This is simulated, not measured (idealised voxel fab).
process module | voxel plated lines
cross-section cut | 140 nm wide | cells 5 nm
A cross-section is a grid of square cells, given in bands from the top down. A band is one or more rows of cells.
Each band's line starts with the height of the band's top and of its bottom, in nm. Then come its materials from left to right, each with its width in nm. One material with "throughout" fills the band from edge to edge. "air" is empty space.
Height 0 is the level under which the wafer as received is all one material. The lowest band goes on downwards, as in "0 down".
A width such as "30 to 40" changes by the same amount from each row of cells to the next, from the band's top row to its bottom row.
"no change" after a step means that no cell of the cross-section changed.
closed voids: empty space of 8 cells or more with no open way to the top, each as width x height at its distance from the left edge, in nm
after a step's settings: what the simulator itself notes on the step
overlay nm, on a step with a mask: how far to the right of its planned place the mask lay; to the left if negative
plan
1 op RECEIVE | material Si
2 op CONFORMAL_DEP | material Al2O3 | thk nm 5
3 op DIRECTIONAL_DEP | material TiN | thk nm 5
4 op PATTERN | tone open | mask id LINES | material resist | width nm 20 | pitch nm 35 | thk nm 15 | overlay nm 0
5 op EPI | material Ru | thk nm 5
6 op STRIP | etch materials resist
7 op DIRECTIONAL_ETCH | etch materials TiN | depth nm 5
8 op CONFORMAL_DEP | material SiCN | thk nm 5
varied across the wafers: thk nm of step 8. The plan shows the first wafer's value. All wafers start alike
first wafer as received, after step 1
  0 down: Si throughout
  closed voids: none
first wafer at the end, after step 8
  20 to 15: air 20 | SiCN 30 | air 5 | SiCN 30 | air 5 | SiCN 30 | air 20
  15 to 10: air 20 | SiCN 5 | Ru 20 | SiCN 5 | air 5 | SiCN 5 | Ru 20 | SiCN 5 | air 5 | SiCN 5 | Ru 20 | SiCN 5 | air 20
  10 to 5: SiCN 25 | TiN 20 | SiCN 15 | TiN 20 | SiCN 15 | TiN 20 | SiCN 25
  5 to 0: Al2O3 throughout
  0 down: Si throughout
  closed voids: none
last wafer at the end
  40 to 15: SiCN throughout
  15 to 10: SiCN 25 | Ru 20 | SiCN 15 | Ru 20 | SiCN 15 | Ru 20 | SiCN 25
  10 to 5: SiCN 25 | TiN 20 | SiCN 15 | TiN 20 | SiCN 15 | TiN 20 | SiCN 25
  5 to 0: Al2O3 throughout
  0 down: Si throughout
  closed voids: none
each wafer at the end: cells of each material gained (+) or lost (-) since it was received, then its closed voids
thk nm 5 | +28 Al2O3 | +12 Ru | +40 SiCN | +12 TiN | closed voids: none
thk nm 10 | +28 Al2O3 | +12 Ru | +76 SiCN | +12 TiN | closed voids: none
thk nm 15 | +28 Al2O3 | +12 Ru | +108 SiCN | +12 TiN | closed voids: none
thk nm 20 | +28 Al2O3 | +12 Ru | +140 SiCN | +12 TiN | closed voids: none
thk nm 25 | +28 Al2O3 | +12 Ru | +172 SiCN | +12 TiN | closed voids: none
